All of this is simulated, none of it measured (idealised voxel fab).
Process module heading - voxel wiring stack
The cross-section shown here is cut; it is 285 nm wide and divided into square cells measuring 5 nm on a side.
A cross-section is written here as square cells arranged in a grid, and it is given in bands from the top down, each band taking up one or more rows of cells.
Band: top height; bottom height; in nm. Then, left to right: material with width in nm, for each material. "full width": a single material spanning edge to edge. "air": empty space.
Heads up on the height convention: 0 is the point under which the incoming wafer is all one material, and the lowest band has no bottom, it just keeps going down, like "0 and below".
Think of "30->40" as a width that walks from the first number to the second as you go down the band, top row to bottom row, taking equal-sized steps from row to row.
Key: "changes: none" - step with no changed cell in the cross-section.
Any empty space of 8 cells or more lacking an open way to the top shows up in "Sealed void list" as width x height at distance, distance from the left edge, in nm.
Past the settings on a step's line: simulator remark, on that step.
"overlay nm" on a masked step: distance the mask lay right of its planned place, negative for left.
## Listed below are the process steps as planned
| 1 | RECEIVE with material Si |
| 2 | CONFORMAL_DEP with material SiO2, thk nm 15 |
| 3 | CONFORMAL_DEP with material SiCN, thk nm 5 |
| 4 | DIRECTIONAL_DEP with material lowk, thk nm 25 |
| 5 | MASKED_ETCH with tone open, mask id METAL_1, width nm 25, pitch nm 50, etch materials lowk, depth nm 25, overlay nm 0 |
| 6 | MASKED_ETCH with tone open, mask id METAL_1, width nm 25, pitch nm 50, etch materials SiCN, depth nm 5, overlay nm 0 |
| 7 | CONFORMAL_DEP with material TiN, thk nm 5 |
| 8 | FILL_DEP with material Cu, thk nm 10 |
| 9 | CMP with height nm 45 |
| 10 | CONFORMAL_DEP with material SiCN, thk nm 5 |
| 11 | DIRECTIONAL_DEP with material lowk, thk nm 15 |
| 12 | DIRECTIONAL_DEP with material aC, thk nm 10 |
| 13 | PATTERN with tone open, mask id PLUG_1, material resist, width nm 15, pitch nm 50, thk nm 25, overlay nm 0 |
| 14 | DIRECTIONAL_ETCH with etch materials aC, depth nm 10 |
| 15 | STRIP with etch materials resist |
| 16 | DIRECTIONAL_ETCH with etch materials lowk, depth nm 15 |
| 17 | DIRECTIONAL_ETCH with etch materials SiCN, depth nm 5 |
| 18 | STRIP with etch materials aC |
| 19 | CONFORMAL_DEP with material TiN, thk nm 5 |
| 20 | FILL_DEP with material Cu, thk nm 5 |
| 21 | CMP with height nm 65 |
| 22 | CONFORMAL_DEP with material SiCN, thk nm 5 |
| 23 | DIRECTIONAL_DEP with material SiO2, thk nm 25 |
| 24 | DIRECTIONAL_DEP with material aC, thk nm 15 |
| 25 | PATTERN with tone open, mask id METAL_2, material resist, width nm 25, pitch nm 50, thk nm 30, overlay nm 0 |
| 26 | DIRECTIONAL_ETCH with etch materials aC, depth nm 15 |
| 27 | STRIP with etch materials resist |
| 28 | DIRECTIONAL_ETCH with etch materials SiO2, depth nm 25 |
| 29 | DIRECTIONAL_ETCH with etch materials SiCN, depth nm 5 |
| 30 | STRIP with etch materials aC |
| 31 | CONFORMAL_DEP with material TiN, thk nm 5 |
| 32 | FILL_DEP with material Cu, thk nm 10 |
| 33 | CMP with height nm 95 |
| 34 | EPI with material Ru, thk nm 5 |
| 35 | FILL_DEP with material SiCN, thk nm 5 |
| 36 | DIRECTIONAL_DEP with material SiO2, thk nm 30 |
| 37 | MASKED_ETCH with tone open, mask id METAL_3_HOLES, width nm 15, pitch nm 50, etch materials SiO2, depth nm 30, overlay nm 0 |
| 38 | DIRECTIONAL_DEP with material aC, thk nm 15 |
| 39 | PATTERN with tone open, mask id METAL_3, material resist, width nm 25, pitch nm 50, thk nm 30, overlay nm 0 |
| 40 | DIRECTIONAL_ETCH with etch materials aC, depth nm 15 |
| 41 | STRIP with etch materials resist |
| 42 | DIRECTIONAL_ETCH with etch materials SiO2, depth nm 20 |
| 43 | DIRECTIONAL_ETCH with etch materials SiCN, depth nm 5 |
| 44 | STRIP with etch materials aC |
| 45 | CONFORMAL_DEP with material TiN, thk nm 5 |
| 46 | FILL_DEP with material Cu, thk nm 10 |
| 47 | CMP with height nm 135 |
| 48 | CONFORMAL_DEP with material SiCN, thk nm 5 |
## Incoming wafer in cross-section (state: after step 1)
	0 and below | Si full width
	Sealed void list: none
## Cross-section taken at module completion on the first of two wafers; processed per the plan
	140 down to 135 | SiCN full width
	135 down to 120 | 55 SiO2 / 5 TiN / 15 Cu / 5 TiN / 25 SiO2 / 5 TiN / 15 Cu / 5 TiN / 25 SiO2 / 5 TiN / 15 Cu / 5 TiN / 25 SiO2 / 5 TiN / 15 Cu / 5 TiN / 55 SiO2
	120 down to 115 | 55 SiO2 / 5 TiN / 5 Cu / 15 TiN / 25 SiO2 / 5 TiN / 5 Cu / 15 TiN / 25 SiO2 / 5 TiN / 5 Cu / 15 TiN / 25 SiO2 / 5 TiN / 5 Cu / 15 TiN / 55 SiO2
	115 down to 105 | 55 SiO2 / 5 TiN / 5 Cu / 5 TiN / 35 SiO2 / 5 TiN / 5 Cu / 5 TiN / 35 SiO2 / 5 TiN / 5 Cu / 5 TiN / 35 SiO2 / 5 TiN / 5 Cu / 5 TiN / 65 SiO2
	105 down to 100 | 55 SiCN / 15 TiN / 35 SiCN / 15 TiN / 35 SiCN / 15 TiN / 35 SiCN / 15 TiN / 65 SiCN
	100 down to 95 | 50 SiCN / 35 Ru / 15 SiCN / 35 Ru / 15 SiCN / 35 Ru / 15 SiCN / 35 Ru / 50 SiCN
	95 down to 70 | 55 SiO2 / 5 TiN / 15 Cu / 5 TiN / 25 SiO2 / 5 TiN / 15 Cu / 5 TiN / 25 SiO2 / 5 TiN / 15 Cu / 5 TiN / 25 SiO2 / 5 TiN / 15 Cu / 5 TiN / 55 SiO2
	70 down to 65 | 55 SiCN / 25 TiN / 25 SiCN / 25 TiN / 25 SiCN / 25 TiN / 25 SiCN / 25 TiN / 55 SiCN
	65 down to 50 | 55 lowk / 5 TiN / 5 Cu / 5 TiN / 35 lowk / 5 TiN / 5 Cu / 5 TiN / 35 lowk / 5 TiN / 5 Cu / 5 TiN / 35 lowk / 5 TiN / 5 Cu / 5 TiN / 65 lowk
	50 down to 45 | 55 SiCN / 15 TiN / 35 SiCN / 15 TiN / 35 SiCN / 15 TiN / 35 SiCN / 15 TiN / 65 SiCN
	45 down to 20 | 55 lowk / 5 TiN / 15 Cu / 5 TiN / 25 lowk / 5 TiN / 15 Cu / 5 TiN / 25 lowk / 5 TiN / 15 Cu / 5 TiN / 25 lowk / 5 TiN / 15 Cu / 5 TiN / 55 lowk
	20 down to 15 | 55 SiCN / 25 TiN / 25 SiCN / 25 TiN / 25 SiCN / 25 TiN / 25 SiCN / 25 TiN / 55 SiCN
	15 down to 0 | SiO2 full width
	0 and below | Si full width
	Sealed void list: none
## Cross-sectional image of the second wafer of the two following completion of the module. Starting state and process plan were the same as for the first wafer; one execution error occurred
	140 down to 135 | SiCN full width
	135 down to 120 | 55 SiO2 / 5 TiN / 15 Cu / 5 TiN / 25 SiO2 / 5 TiN / 15 Cu / 5 TiN / 25 SiO2 / 5 TiN / 15 Cu / 5 TiN / 25 SiO2 / 5 TiN / 15 Cu / 5 TiN / 55 SiO2
	120 down to 115 | 55 SiO2 / 5 TiN / 5 Cu / 15 TiN / 25 SiO2 / 5 TiN / 5 Cu / 15 TiN / 25 SiO2 / 5 TiN / 5 Cu / 15 TiN / 25 SiO2 / 5 TiN / 5 Cu / 15 TiN / 55 SiO2
	115 down to 105 | 55 SiO2 / 5 TiN / 5 Cu / 5 TiN / 35 SiO2 / 5 TiN / 5 Cu / 5 TiN / 35 SiO2 / 5 TiN / 5 Cu / 5 TiN / 35 SiO2 / 5 TiN / 5 Cu / 5 TiN / 65 SiO2
	105 down to 100 | 55 SiCN / 15 TiN / 35 SiCN / 15 TiN / 35 SiCN / 15 TiN / 35 SiCN / 15 TiN / 65 SiCN
	100 down to 95 | 50 SiCN / 35 Ru / 15 SiCN / 35 Ru / 15 SiCN / 35 Ru / 15 SiCN / 35 Ru / 50 SiCN
	95 down to 70 | 55 SiO2 / 5 TiN / 15 Cu / 5 TiN / 25 SiO2 / 5 TiN / 15 Cu / 5 TiN / 25 SiO2 / 5 TiN / 15 Cu / 5 TiN / 25 SiO2 / 5 TiN / 15 Cu / 5 TiN / 55 SiO2
	70 down to 65 | 55 SiCN / 25 TiN / 25 SiCN / 25 TiN / 25 SiCN / 25 TiN / 25 SiCN / 25 TiN / 55 SiCN
	65 down to 50 | 55 lowk / 5 TiN / 5 Cu / 5 TiN / 35 lowk / 5 TiN / 5 Cu / 5 TiN / 35 lowk / 5 TiN / 5 Cu / 5 TiN / 35 lowk / 5 TiN / 5 Cu / 5 TiN / 65 lowk
	50 down to 45 | 55 SiCN / 15 TiN / 35 SiCN / 15 TiN / 35 SiCN / 15 TiN / 35 SiCN / 15 TiN / 65 SiCN
	45 down to 20 | 60 lowk / 5 TiN / 10 Cu / 5 TiN / 30 lowk / 5 TiN / 10 Cu / 5 TiN / 30 lowk / 5 TiN / 10 Cu / 5 TiN / 30 lowk / 5 TiN / 10 Cu / 5 TiN / 55 lowk
	20 down to 15 | 60 SiCN / 20 TiN / 30 SiCN / 20 TiN / 30 SiCN / 20 TiN / 30 SiCN / 20 TiN / 55 SiCN
	15 down to 0 | SiO2 full width
	0 and below | Si full width
	Sealed void list: none
It is concluded that the wafer was processed incorrectly with respect to the plan, in that in deviation from the planned setting, step 5 was conducted as MASKED_ETCH with tone open, mask id METAL_1, width nm 20, pitch nm 50, etch materials lowk, depth nm 25, overlay nm 0
The second wafer ends with more or fewer cells of some materials than the first, per final count: Cu -20 | SiCN +4 | TiN -4 | lowk +20
